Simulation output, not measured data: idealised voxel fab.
Documented hereafter: the process module known as voxel ribs on slabs.
We display cut, a cross-section 175 nm in width whose square cells are each 5 nm.
For the purposes of this document, a cross-section shall be understood as a grid of square cells, specified as bands listed in top-to-bottom order, each band consisting of one or more rows of cells. Top height, bottom height, nm. Materials left to right, width each, nm. Single material + "edge to edge" = fills band edge to edge. "air" = empty. Note: height 0 marks the level under which the wafer is uniformly one material as received. Lowest band unbounded below, written "0..down". Read "30 to 40" as a graded width: first number on top, second number at the bottom, same change between each pair of neighbouring rows. Step note "nothing different" = no cross-section cell changed. "Fully enclosed voids" - sealed voids, min. 8 cells, no opening to top; format: width x height at distance (distance from left edge; nm throughout). Where a step's line continues beyond its settings, the continuation is a remark by the simulator itself on that step. "overlay nm" answers the question of how far to the right of plan the mask lay on a step that has a mask, and when it is negative the answer is to the left.
Planned step list for the process
- 1: op RECEIVE | material Si
- 2: op DIRECTIONAL_DEP | material SiO2 | thk nm 20
- 3: op DIRECTIONAL_DEP | material polySi | thk nm 20
- 4: op PATTERN | tone cover | mask id RIB | material resist | width nm 20 | thk nm 20 | overlay nm 0
- 5: op DIRECTIONAL_ETCH | etch materials polySi | depth nm 10
- 6: op STRIP | etch materials resist
- 7: op MASKED_ETCH | tone cover | mask id SLAB | width nm 50 | etch materials polySi | depth nm 10 | overlay nm 0
- 8: op FILL_DEP | material SiO2 | thk nm 25
- 9: op CMP | height nm 60
- 10: op DIRECTIONAL_DEP | material TiN | thk nm 5
- 11: op MASKED_ETCH | tone cover | mask id HEATER | width nm 30 | etch materials TiN | depth nm 5 | overlay nm 0
- 12: op CONFORMAL_DEP | material SiN | thk nm 5
First wafer out of two, processed as planned
Cross-section of the wafer at receipt, which is the condition after step 1
    0..down = Si edge to edge
    Fully enclosed voids: none
Presented here is a cross-section of the wafer after step 2 has been performed
    20..0 = SiO2 edge to edge
    Below 0 it's all the same as before, nothing changed down there.
Presented here is a cross-section of the wafer after step 3 has been performed
    40..20 = polySi edge to edge
    Below 20 it's all the same as before, nothing changed down there.
Presented here is a cross-section of the wafer after step 4 has been performed
    60..40 = air=75 / resist=20 / air=80
    Below 40 it's all the same as before, nothing changed down there.
Presented here is a cross-section of the wafer after step 5 has been performed
    60..40 = air=75 / resist=20 / air=80
    40..30 = air=75 / polySi=20 / air=80
    Below 30 it's all the same as before, nothing changed down there.
Presented here is a cross-section of the wafer after step 6 has been performed
    40..30 = air=75 / polySi=20 / air=80
    Below 30 it's all the same as before, nothing changed down there.
Presented here is a cross-section of the wafer after step 7 has been performed
    40..30 = air=75 / polySi=20 / air=80
    30..20 = air=60 / polySi=50 / air=65
    Below 20 it's all the same as before, nothing changed down there.
Presented here is a cross-section of the wafer after step 8 has been performed
    65..40 = SiO2 edge to edge
    40..30 = SiO2=75 / polySi=20 / SiO2=80
    30..20 = SiO2=60 / polySi=50 / SiO2=65
    Below 20 it's all the same as before, nothing changed down there.
Presented here is a cross-section of the wafer after step 9 has been performed
    60..40 = SiO2 edge to edge
    Below 40 it's all the same as before, nothing changed down there.
Presented here is a cross-section of the wafer after step 10 has been performed
    65..60 = TiN edge to edge
    Below 60 it's all the same as before, nothing changed down there.
Presented here is a cross-section of the wafer after step 11 has been performed
    65..60 = air=70 / TiN=30 / air=75
    Below 60 it's all the same as before, nothing changed down there.
Presented here is a cross-section of the wafer after step 12 has been performed
    70..65 = air=65 / SiN=40 / air=70
    65..60 = SiN=70 / TiN=30 / SiN=75
    Below 60 it's all the same as before, nothing changed down there.
The Second Wafer: Common Origin and Plan, One Mistake in Execution, Identical to the First Through Step 3
Here is the second wafer in cross-section at the point where step 4 of the plan should have been done
    60..40 = resist=75 / air=20 / resist=80
    Below 40 it's all the same as before, nothing changed down there.
Here is the second wafer in cross-section at the point where step 5 of the plan should have been done
    60..40 = resist=75 / air=20 / resist=80
    40..30 = polySi=75 / air=20 / polySi=80
    Below 30 it's all the same as before, nothing changed down there.
Here is the second wafer in cross-section at the point where step 6 of the plan should have been done
    40..30 = polySi=75 / air=20 / polySi=80
    Below 30 it's all the same as before, nothing changed down there.
Here is the second wafer in cross-section at the point where step 7 of the plan should have been done
    40..30 = air=60 / polySi=15 / air=20 / polySi=15 / air=65
    Below 30 it's all the same as before, nothing changed down there.
Here is the second wafer in cross-section at the point where step 8 of the plan should have been done
    65..40 = SiO2 edge to edge
    40..30 = SiO2=60 / polySi=15 / SiO2=20 / polySi=15 / SiO2=65
    Below 30 it's all the same as before, nothing changed down there.
Here is the second wafer in cross-section at the point where step 9 of the plan should have been done
    60..40 = SiO2 edge to edge
    Below 40 it's all the same as before, nothing changed down there.
Here is the second wafer in cross-section at the point where step 10 of the plan should have been done
    65..60 = TiN edge to edge
    Below 60 it's all the same as before, nothing changed down there.
Here is the second wafer in cross-section at the point where step 11 of the plan should have been done
    65..60 = air=70 / TiN=30 / air=75
    Below 60 it's all the same as before, nothing changed down there.
Here is the second wafer in cross-section at the point where step 12 of the plan should have been done
    70..65 = air=65 / SiN=40 / air=70
    65..60 = SiN=70 / TiN=30 / SiN=75
    Below 60 it's all the same as before, nothing changed down there.
Finding, execution versus plan: it should be noted that step 4 was executed with settings other than those planned, the operation and settings actually applied being op PATTERN | tone open | mask id RIB | material resist | width nm 20 | thk nm 20 | overlay nm 0
Count the cells at the end and the second wafer has more or fewer of some materials than the first: SiO2: 54 fewer | polySi: 54 more
